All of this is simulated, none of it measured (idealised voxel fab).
Process module heading - voxel self aligned vias
FYI the section here is cut, 265 nm wide, cells are 5 nm squares.
Square cells in a grid make up a cross-section in this document, and the grid is given as bands, listed from the top down, each one or more rows of cells. The entry gives the band's vertical extent as a top height and a bottom height in nm, then its horizontal make-up as materials from left to right, each with a width in nm. "empty" stands for empty space; a single material marked "edge to edge" fills the band edge to edge. Heights are measured from 0, the level below which the as-received wafer is all one material; the lowest band has no bottom and continues downward, written as in "from 0 down". Top row gets the first number, bottom row gets the second, and each row in between changes by the same step: that is how a band width like "30..40" works. "no alteration" (step): cross-section cells unchanged, all of them. The list in "Entrapped voids" covers empty spaces of 8 cells or more that cannot reach the top through any open way, and it gives each as width x height at distance; the distance is from the left edge, and width, height and distance are in nm. Anything after a step's settings on that line? It's the simulator's own note about the step. "overlay nm" on a masked step: distance the mask lay right of its planned place, negative for left.

**Process steps (planned)**
1: RECEIVE [material Si]
2: CONFORMAL_DEP [material SiO2] [thk nm 15]
3: CONFORMAL_DEP [material SiCN] [thk nm 5]
4: DIRECTIONAL_DEP [material lowk] [thk nm 30]
5: PATTERN [tone open] [mask id LINES] [material resist] [width nm 20] [pitch nm 65] [thk nm 20] [overlay nm 0]
6: DIRECTIONAL_ETCH [etch materials lowk] [depth nm 30]
7: STRIP [etch materials resist]
8: CONFORMAL_DEP [material TiN] [thk nm 5]
9: FILL_DEP [material W] [thk nm 5]
10: CMP [height nm 50]
11: SELECTIVE_ETCH [etch materials W Ru TiN] [depth nm 5]
12: FILL_DEP [material SiN] [thk nm 10]
13: CMP [height nm 50]
14: DIRECTIONAL_DEP [material lowk] [thk nm 20]
15: DIRECTIONAL_DEP [material aC] [thk nm 10]
16: PATTERN [tone open] [mask id VIAS] [material resist] [width nm 40] [pitch nm 65] [thk nm 30] [overlay nm 0]
17: DIRECTIONAL_ETCH [etch materials aC] [depth nm 10]
18: STRIP [etch materials resist]
19: DIRECTIONAL_ETCH [etch materials lowk] [depth nm 20]
20: DIRECTIONAL_ETCH [etch materials SiN] [depth nm 5]
21: STRIP [etch materials aC]
22: CONFORMAL_DEP [material TiN] [thk nm 5]
23: FILL_DEP [material W] [thk nm 5]
24: CMP [height nm 70]
25: CONFORMAL_DEP [material SiCN] [thk nm 5]

**The first of two wafers, run as planned**

**Wafer at receipt (post step 1), cross-section**
> from 0 down = Si edge to edge
> Entrapped voids: none

**The following cross-section depicts the wafer upon completion of step 2**
> from 15 to 0 = SiO2 edge to edge
> Lower than 0, everything is as it was.

**The following cross-section depicts the wafer upon completion of step 3**
> from 20 to 15 = SiCN edge to edge
> Lower than 15, everything is as it was.

**The following cross-section depicts the wafer upon completion of step 4**
> from 50 to 20 = lowk edge to edge
> Lower than 20, everything is as it was.

**The following cross-section depicts the wafer upon completion of step 5**
> from 70 to 50 = resist 90 / empty 20 / resist 45 / empty 20 / resist 90
> Lower than 50, everything is as it was.

**The following cross-section depicts the wafer upon completion of step 6**
> from 70 to 50 = resist 90 / empty 20 / resist 45 / empty 20 / resist 90
> from 50 to 20 = lowk 90 / empty 20 / lowk 45 / empty 20 / lowk 90
> Lower than 20, everything is as it was.

**The following cross-section depicts the wafer upon completion of step 7**
> from 50 to 20 = lowk 90 / empty 20 / lowk 45 / empty 20 / lowk 90
> Lower than 20, everything is as it was.

**The following cross-section depicts the wafer upon completion of step 8**
> from 55 to 50 = TiN 95 / empty 10 / TiN 55 / empty 10 / TiN 95
> from 50 to 25 = lowk 90 / TiN 5 / empty 10 / TiN 5 / lowk 45 / TiN 5 / empty 10 / TiN 5 / lowk 90
> from 25 to 20 = lowk 90 / TiN 20 / lowk 45 / TiN 20 / lowk 90
> Lower than 20, everything is as it was.

**The following cross-section depicts the wafer upon completion of step 9**
> from 60 to 55 = W edge to edge
> from 55 to 50 = TiN 95 / W 10 / TiN 55 / W 10 / TiN 95
> from 50 to 25 = lowk 90 / TiN 5 / W 10 / TiN 5 / lowk 45 / TiN 5 / W 10 / TiN 5 / lowk 90
> Lower than 25, everything is as it was.

**The following cross-section depicts the wafer upon completion of step 10**
> from 50 to 25 = lowk 90 / TiN 5 / W 10 / TiN 5 / lowk 45 / TiN 5 / W 10 / TiN 5 / lowk 90
> Lower than 25, everything is as it was.

**The following cross-section depicts the wafer upon completion of step 11**
> from 50 to 45 = lowk 90 / empty 20 / lowk 45 / empty 20 / lowk 90
> Lower than 45, everything is as it was.

**The following cross-section depicts the wafer upon completion of step 12**
> from 60 to 50 = SiN edge to edge
> from 50 to 45 = lowk 90 / SiN 20 / lowk 45 / SiN 20 / lowk 90
> Lower than 45, everything is as it was.

**The following cross-section depicts the wafer upon completion of step 13**
> from 50 to 45 = lowk 90 / SiN 20 / lowk 45 / SiN 20 / lowk 90
> Lower than 45, everything is as it was.

**The following cross-section depicts the wafer upon completion of step 14**
> from 70 to 50 = lowk edge to edge
> Lower than 50, everything is as it was.

**The following cross-section depicts the wafer upon completion of step 15**
> from 80 to 70 = aC edge to edge
> Lower than 70, everything is as it was.

**The following cross-section depicts the wafer upon completion of step 16**
> from 110 to 80 = resist 80 / empty 40 / resist 25 / empty 40 / resist 80
> Lower than 80, everything is as it was.

**The following cross-section depicts the wafer upon completion of step 17**
> from 100 to 80 = resist 80 / empty 40 / resist 25 / empty 40 / resist 80
> from 80 to 70 = aC 80 / empty 40 / aC 25 / empty 40 / aC 80
> Lower than 70, everything is as it was.

**The following cross-section depicts the wafer upon completion of step 18**
> from 80 to 70 = aC 80 / empty 40 / aC 25 / empty 40 / aC 80
> Lower than 70, everything is as it was.

**The following cross-section depicts the wafer upon completion of step 19**
> from 80 to 70 = aC 80 / empty 40 / aC 25 / empty 40 / aC 80
> from 70 to 50 = lowk 80 / empty 40 / lowk 25 / empty 40 / lowk 80
> Lower than 50, everything is as it was.

**The following cross-section depicts the wafer upon completion of step 20**
> from 80 to 70 = aC 80 / empty 40 / aC 25 / empty 40 / aC 80
> from 70 to 50 = lowk 80 / empty 40 / lowk 25 / empty 40 / lowk 80
> from 50 to 45 = lowk 90 / empty 20 / lowk 45 / empty 20 / lowk 90
> Lower than 45, everything is as it was.

**The following cross-section depicts the wafer upon completion of step 21**
> from 70 to 50 = lowk 80 / empty 40 / lowk 25 / empty 40 / lowk 80
> Lower than 50, everything is as it was.

**The following cross-section depicts the wafer upon completion of step 22**
> from 75 to 70 = TiN 85 / empty 30 / TiN 35 / empty 30 / TiN 85
> from 70 to 55 = lowk 80 / TiN 5 / empty 30 / TiN 5 / lowk 25 / TiN 5 / empty 30 / TiN 5 / lowk 80
> from 55 to 50 = lowk 80 / TiN 15 / empty 10 / TiN 15 / lowk 25 / TiN 15 / empty 10 / TiN 15 / lowk 80
> from 50 to 45 = lowk 90 / TiN 20 / lowk 45 / TiN 20 / lowk 90
> Lower than 45, everything is as it was.

**The following cross-section depicts the wafer upon completion of step 23**
> from 80 to 75 = W edge to edge
> from 75 to 70 = TiN 85 / W 30 / TiN 35 / W 30 / TiN 85
> from 70 to 55 = lowk 80 / TiN 5 / W 30 / TiN 5 / lowk 25 / TiN 5 / W 30 / TiN 5 / lowk 80
> from 55 to 50 = lowk 80 / TiN 15 / W 10 / TiN 15 / lowk 25 / TiN 15 / W 10 / TiN 15 / lowk 80
> Lower than 50, everything is as it was.

**The following cross-section depicts the wafer upon completion of step 24**
> from 70 to 55 = lowk 80 / TiN 5 / W 30 / TiN 5 / lowk 25 / TiN 5 / W 30 / TiN 5 / lowk 80
> Lower than 55, everything is as it was.

**The following cross-section depicts the wafer upon completion of step 25**
> from 75 to 70 = SiCN edge to edge
> Lower than 70, everything is as it was.

**Wafer two: like wafer one in start and plan, but with one mistake in execution; identical up to and including step 4**

**when step 5 should have ended**
> from 70 to 50 = resist 95 / empty 15 / resist 50 / empty 15 / resist 90
> Lower than 50, everything is as it was.

**when step 6 should have ended**
> from 70 to 50 = resist 95 / empty 15 / resist 50 / empty 15 / resist 90
> from 50 to 20 = lowk 95 / empty 15 / lowk 50 / empty 15 / lowk 90
> Lower than 20, everything is as it was.

**when step 7 should have ended**
> from 50 to 20 = lowk 95 / empty 15 / lowk 50 / empty 15 / lowk 90
> Lower than 20, everything is as it was.

**when step 8 should have ended**
> from 55 to 50 = TiN 100 / empty 5 / TiN 60 / empty 5 / TiN 95
> from 50 to 25 = lowk 95 / TiN 5 / empty 5 / TiN 5 / lowk 50 / TiN 5 / empty 5 / TiN 5 / lowk 90
> from 25 to 20 = lowk 95 / TiN 15 / lowk 50 / TiN 15 / lowk 90
> Lower than 20, everything is as it was.

**when step 9 should have ended**
> from 60 to 55 = W edge to edge
> from 55 to 50 = TiN 100 / W 5 / TiN 60 / W 5 / TiN 95
> from 50 to 25 = lowk 95 / TiN 5 / W 5 / TiN 5 / lowk 50 / TiN 5 / W 5 / TiN 5 / lowk 90
> Lower than 25, everything is as it was.

**when step 10 should have ended**
> from 50 to 25 = lowk 95 / TiN 5 / W 5 / TiN 5 / lowk 50 / TiN 5 / W 5 / TiN 5 / lowk 90
> Lower than 25, everything is as it was.

**when step 11 should have ended**
> from 50 to 45 = lowk 95 / empty 15 / lowk 50 / empty 15 / lowk 90
> Lower than 45, everything is as it was.

**when step 12 should have ended**
> from 60 to 50 = SiN edge to edge
> from 50 to 45 = lowk 95 / SiN 15 / lowk 50 / SiN 15 / lowk 90
> Lower than 45, everything is as it was.

**when step 13 should have ended**
> from 50 to 45 = lowk 95 / SiN 15 / lowk 50 / SiN 15 / lowk 90
> Lower than 45, everything is as it was.

**when step 14 should have ended**
> from 70 to 50 = lowk edge to edge
> Lower than 50, everything is as it was.

**when step 15 should have ended**
> from 80 to 70 = aC edge to edge
> Lower than 70, everything is as it was.

**when step 16 should have ended**
> from 110 to 80 = resist 80 / empty 40 / resist 25 / empty 40 / resist 80
> Lower than 80, everything is as it was.

**when step 17 should have ended**
> from 100 to 80 = resist 80 / empty 40 / resist 25 / empty 40 / resist 80
> from 80 to 70 = aC 80 / empty 40 / aC 25 / empty 40 / aC 80
> Lower than 70, everything is as it was.

**when step 18 should have ended**
> from 80 to 70 = aC 80 / empty 40 / aC 25 / empty 40 / aC 80
> Lower than 70, everything is as it was.

**when step 19 should have ended**
> from 80 to 70 = aC 80 / empty 40 / aC 25 / empty 40 / aC 80
> from 70 to 50 = lowk 80 / empty 40 / lowk 25 / empty 40 / lowk 80
> Lower than 50, everything is as it was.

**when step 20 should have ended**
> from 80 to 70 = aC 80 / empty 40 / aC 25 / empty 40 / aC 80
> from 70 to 50 = lowk 80 / empty 40 / lowk 25 / empty 40 / lowk 80
> from 50 to 45 = lowk 95 / empty 15 / lowk 50 / empty 15 / lowk 90
> Lower than 45, everything is as it was.

**when step 21 should have ended**
> from 70 to 50 = lowk 80 / empty 40 / lowk 25 / empty 40 / lowk 80
> Lower than 50, everything is as it was.

**when step 22 should have ended**
> from 75 to 70 = TiN 85 / empty 30 / TiN 35 / empty 30 / TiN 85
> from 70 to 55 = lowk 80 / TiN 5 / empty 30 / TiN 5 / lowk 25 / TiN 5 / empty 30 / TiN 5 / lowk 80
> from 55 to 50 = lowk 80 / TiN 20 / empty 5 / TiN 15 / lowk 25 / TiN 20 / empty 5 / TiN 15 / lowk 80
> from 50 to 45 = lowk 95 / TiN 15 / lowk 50 / TiN 15 / lowk 90
> Lower than 45, everything is as it was.

**when step 23 should have ended**
> from 80 to 75 = W edge to edge
> from 75 to 70 = TiN 85 / W 30 / TiN 35 / W 30 / TiN 85
> from 70 to 55 = lowk 80 / TiN 5 / W 30 / TiN 5 / lowk 25 / TiN 5 / W 30 / TiN 5 / lowk 80
> from 55 to 50 = lowk 80 / TiN 20 / W 5 / TiN 15 / lowk 25 / TiN 20 / W 5 / TiN 15 / lowk 80
> Lower than 50, everything is as it was.

**when step 24 should have ended**
> from 70 to 55 = lowk 80 / TiN 5 / W 30 / TiN 5 / lowk 25 / TiN 5 / W 30 / TiN 5 / lowk 80
> Lower than 55, everything is as it was.

**when step 25 should have ended**
> from 75 to 70 = SiCN edge to edge
> Lower than 70, everything is as it was.
The plan and the run diverged here: step 5 off recipe, ran as PATTERN [tone open] [mask id LINES] [material resist] [width nm 15] [pitch nm 65] [thk nm 20] [overlay nm 0]
Final cells, second wafer relative to first, materials higher or lower: -2 TiN; -10 W; +12 lowk
